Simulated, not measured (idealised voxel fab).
process module | voxel ribs on slabs
cross-section cut | 245 nm wide | cells 5 nm
A cross-section is a grid of square cells, given in bands from the top down. A band is one or more rows of cells.
Each band's line starts with the height of the band's top and of its bottom, in nm. Then come its materials from left to right, each with its width in nm. One material with "throughout" fills the band from edge to edge. "air" is empty space.
Height 0 is the level under which the wafer as received is all one material. The lowest band goes on downwards, as in "0 down".
A width such as "30 to 40" changes by the same amount from each row of cells to the next, from the band's top row to its bottom row.
"no change" after a step means that no cell of the cross-section changed.
closed voids: empty space of 8 cells or more with no open way to the top, each as width x height at its distance from the left edge, in nm
after a step's settings: what the simulator itself notes on the step
overlay nm, on a step with a mask: how far to the right of its planned place the mask lay; to the left if negative
plan
1 op RECEIVE | material Si
2 op DIRECTIONAL_DEP | material SiO2 | thk nm 30
3 op DIRECTIONAL_DEP | material polySi | thk nm 25
4 op MASKED_ETCH | tone cover | mask id RIB | width nm 30 | etch materials polySi | depth nm 10 | overlay nm 0
5 op MASKED_ETCH | tone cover | mask id SLAB | width nm 70 | etch materials polySi | depth nm 15 | overlay nm 0
6 op FILL_DEP | material SiO2 | thk nm 20
7 op CMP | height nm 70
8 op DIRECTIONAL_DEP | material TiN | thk nm 5
9 op DIRECTIONAL_DEP | material aC | thk nm 15
10 op PATTERN | tone cover | mask id HEATER | material resist | width nm 40 | thk nm 30 | overlay nm 0
11 op DIRECTIONAL_ETCH | etch materials aC | depth nm 15
12 op STRIP | etch materials resist
13 op DIRECTIONAL_ETCH | etch materials TiN | depth nm 5
14 op STRIP | etch materials aC
15 op CONFORMAL_DEP | material SiO2 | thk nm 10
as received, after step 1
  0 down: Si throughout
  closed voids: none
a wafer at the end: this start, this plan, one mistake
  85 to 80: air 90 | SiO2 60 | air 95
  80 to 75: SiO2 throughout
  75 to 70: SiO2 100 | TiN 40 | SiO2 105
  70 to 60: SiO2 85 | polySi 70 | SiO2 90
  60 to 0: SiO2 throughout
  0 down: Si throughout
  closed voids: none
what went wrong: step 2 was run twice
